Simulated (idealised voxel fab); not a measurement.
Process module under the name voxel self aligned vias
Xsec cut, 295 nm wide, square cell size 5 nm.
A cross-section in this document is a grid of square cells, and it is written down as bands, the top band listed before the ones below it; a band is made up of one or more rows of cells. First you get the band's top height and its bottom height, in nm, and then the materials it's made of, left to right, with each width in nm. If you see a single material with "throughout", that one covers the band edge to edge. "blank" is empty space. Height datum 0, below which the as-received substrate wafer is one material. Lowest band open at the bottom, running downward: "0 and below". Width "30..40": first value at the band's top row of cells, second value at its bottom row, equal change from row to row. Given "no modification" for a step, no cell of the cross-section differs between before and after that step. Heads up: "Completely enclosed voids" only lists the empty pockets with no open path to the top that are 8 cells or more, and it writes them as width x height at distance, distance from the left edge, in nm. On a step's line, text after the settings is the simulator commenting on that step. A step's line can hold "overlay nm"; with a mask on that step, the setting says how far right of the planned place the mask lay, while a negative setting says it lay to the left.
This section lists the process steps that were planned
| 1 | op RECEIVE | material Si |
| 2 | op CONFORMAL_DEP | material SiO2 | thk nm 10 |
| 3 | op CONFORMAL_DEP | material SiCN | thk nm 5 |
| 4 | op DIRECTIONAL_DEP | material SiO2 | thk nm 25 |
| 5 | op MASKED_ETCH | tone open | mask id LINES | width nm 20 | pitch nm 55 | etch materials SiO2 | depth nm 25 | overlay nm 0 |
| 6 | op CONFORMAL_DEP | material TiN | thk nm 5 |
| 7 | op FILL_DEP | material W | thk nm 10 |
| 8 | op CMP | height nm 40 |
| 9 | op SELECTIVE_ETCH | etch materials W Ru TiN | depth nm 10 |
| 10 | op FILL_DEP | material SiN | thk nm 10 |
| 11 | op CMP | height nm 40 |
| 12 | op DIRECTIONAL_DEP | material SiO2 | thk nm 20 |
| 13 | op MASKED_ETCH | tone open | mask id VIAS | width nm 40 | pitch nm 55 | etch materials SiO2 | depth nm 20 | overlay nm 0 |
| 14 | op MASKED_ETCH | tone open | mask id VIAS | width nm 40 | pitch nm 55 | etch materials SiN | depth nm 10 | overlay nm 0 |
| 15 | op CONFORMAL_DEP | material TiN | thk nm 5 |
| 16 | op FILL_DEP | material Cu | thk nm 10 |
| 17 | op CMP | height nm 60 |
| 18 | op CONFORMAL_DEP | material SiCN | thk nm 5 |
Step 1 complete: cross-section of the wafer as received
  0 and below | Si throughout
  Completely enclosed voids: none
The module was run from the start shown above using the plan shown above, but one mistake was made doing it; the resulting wafer cross-section is below
  65 down to 60 | SiCN throughout
  60 down to 45 | SiO2=60  TiN=5  Cu=30  TiN=5  SiO2=15  TiN=5  Cu=30  TiN=5  SiO2=15  TiN=5  Cu=30  TiN=5  SiO2=85
  45 down to 35 | SiO2=60..80  TiN=25..5  Cu=10  TiN=5  SiO2=15..35  TiN=25..5  Cu=10  TiN=5  SiO2=15..35  TiN=25..5  Cu=10  TiN=5  SiO2=85
  35 down to 30 | SiO2=80  TiN=20  SiO2=35  TiN=20  SiO2=35  TiN=20  SiO2=85
  30 down to 20 | SiO2=80  TiN=5  W=10  TiN=5  SiO2=35  TiN=5  W=10  TiN=5  SiO2=35  TiN=5  W=10  TiN=5  SiO2=85
  20 down to 15 | SiO2=80  TiN=20  SiO2=35  TiN=20  SiO2=35  TiN=20  SiO2=85
  15 down to 10 | SiCN throughout
  10 down to 0 | SiO2 throughout
  0 and below | Si throughout
  Completely enclosed voids: none
The plan and the run diverged here: it should be noted that step 13 was executed with settings other than those planned, the operation and settings actually applied being op MASKED_ETCH | tone open | mask id VIAS | width nm 40 | pitch nm 55 | etch materials SiO2 | depth nm 20 | overlay nm -10
